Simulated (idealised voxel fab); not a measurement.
The following process module bears the name voxel self aligned contacts.
250 nm wide, 5 nm square cells: that's cross-section cut.
This document writes a cross-section as a grid whose cells are square, and gives it as bands, listed from the top down; one or more rows of cells form a band. Within each band entry, the heights of the top and of the bottom of the band appear first, in that order and in nm; the materials of the band then follow from left to right, each with its corresponding width in nm. The designation "full width" on a single material indicates that it fills the band from edge to edge; the designation "air" indicates empty space. Heights from 0 (as-received wafer is one material below). Bottom band endless downward, as "0 -> down". With a width like "30->40", each row of cells in the band differs from the next by the same amount, the top row carrying the first number and the bottom row the second. When a step is marked "changes: none", none of the cells in the cross-section changed during that step. In "Closed void entries" the enclosed voids are listed, meaning empty spaces of 8 cells or larger without any opening to the top. The form is width x height at distance, distance from the left edge, units nm. Anything after a step's settings on that line? It's the simulator's own note about the step. overlay nm: right-of-plan distance of the mask on a masked step; negative values mean left-of-plan.
-- Intended process steps
1,RECEIVE (material Si)
2,OXIDIZE (depth nm 5)
3,DIRECTIONAL_DEP (material polySi; thk nm 25)
4,DIRECTIONAL_DEP (material SiN; thk nm 20)
5,DIRECTIONAL_DEP (material aC; thk nm 15)
6,PATTERN (tone cover; mask id GATE; material resist; width nm 30; pitch nm 75; thk nm 30; overlay nm 0)
7,DIRECTIONAL_ETCH (etch materials aC; depth nm 15)
8,STRIP (etch materials resist)
9,DIRECTIONAL_ETCH (etch materials SiN; depth nm 20)
10,DIRECTIONAL_ETCH (etch materials polySi; depth nm 25)
11,STRIP (etch materials aC)
12,CONFORMAL_DEP (material SiN; thk nm 10)
13,DIRECTIONAL_ETCH (etch materials SiN; depth nm 10)
14,FILL_DEP (material SiO2; thk nm 15)
15,CMP (height nm 55)
16,DIRECTIONAL_DEP (material aC; thk nm 15)
17,PATTERN (tone open; mask id CONTACT; material resist; width nm 55; thk nm 30; overlay nm 0)
18,DIRECTIONAL_ETCH (etch materials aC; depth nm 15)
19,STRIP (etch materials resist)
20,DIRECTIONAL_ETCH (etch materials SiO2; depth nm 60)
21,STRIP (etch materials aC)
22,CONFORMAL_DEP (material TiN; thk nm 5)
23,FILL_DEP (material W; thk nm 5)
24,CMP (height nm 55)
25,CONFORMAL_DEP (material SiCN; thk nm 5)
-- Wafer at receipt (post step 1), cross-section
* 0 -> down  Si full width
* Closed void entries: none
-- End-of-module XS, first of two wafers, run as planned
* 60 -> 55  SiCN full width
* 55 -> 45  SiO2 (95), TiN (5->20), W (45->15), TiN (5->20), SiO2 (100)
* 45 -> 25  SiO2 (60), SiN (50), TiN (5), W (15), TiN (5), SiN (50), SiO2 (65)
* 25 -> 0  SiO2 (60), SiN (10), polySi (30), SiN (10), TiN (5), W (15), TiN (5), SiN (10), polySi (30), SiN (10), SiO2 (65)
* 0 -> -5  SiO2 (110), TiN (25), SiO2 (115)
* -5 -> down  Si full width
* Closed void entries: none
-- Now the second wafer, cross-sectioned at the end of the module. Nothing different at the start, nothing different in the plan compared with the first, just one mistake when it was actually run
* 60 -> 55  SiCN full width
* 55 -> 50  SiO2 (95), TiN (5), W (45), TiN (5), SiO2 (100)
* 50 -> 45  SiO2 (95), TiN (55), SiO2 (100)
* 45 -> 25  SiN (80), SiO2 (10), SiN (65), SiO2 (10), SiN (85)
* 25 -> 0  polySi (70), SiN (10), SiO2 (10), SiN (10), polySi (45), SiN (10), SiO2 (10), SiN (10), polySi (75)
* 0 -> -5  SiO2 full width
* -5 -> down  Si full width
* Closed void entries: none
The plan and the run diverged here: step 6 was processed under conditions differing from the plan, specifically as PATTERN (tone open; mask id GATE; material resist; width nm 30; pitch nm 75; thk nm 30; overlay nm 0)
Looking at both finished wafers in cells, the second ends up ahead of or behind the first on some materials: SiN: 104 more, SiO2: 184 fewer, TiN: 20 fewer, W: 30 fewer, polySi: 130 more
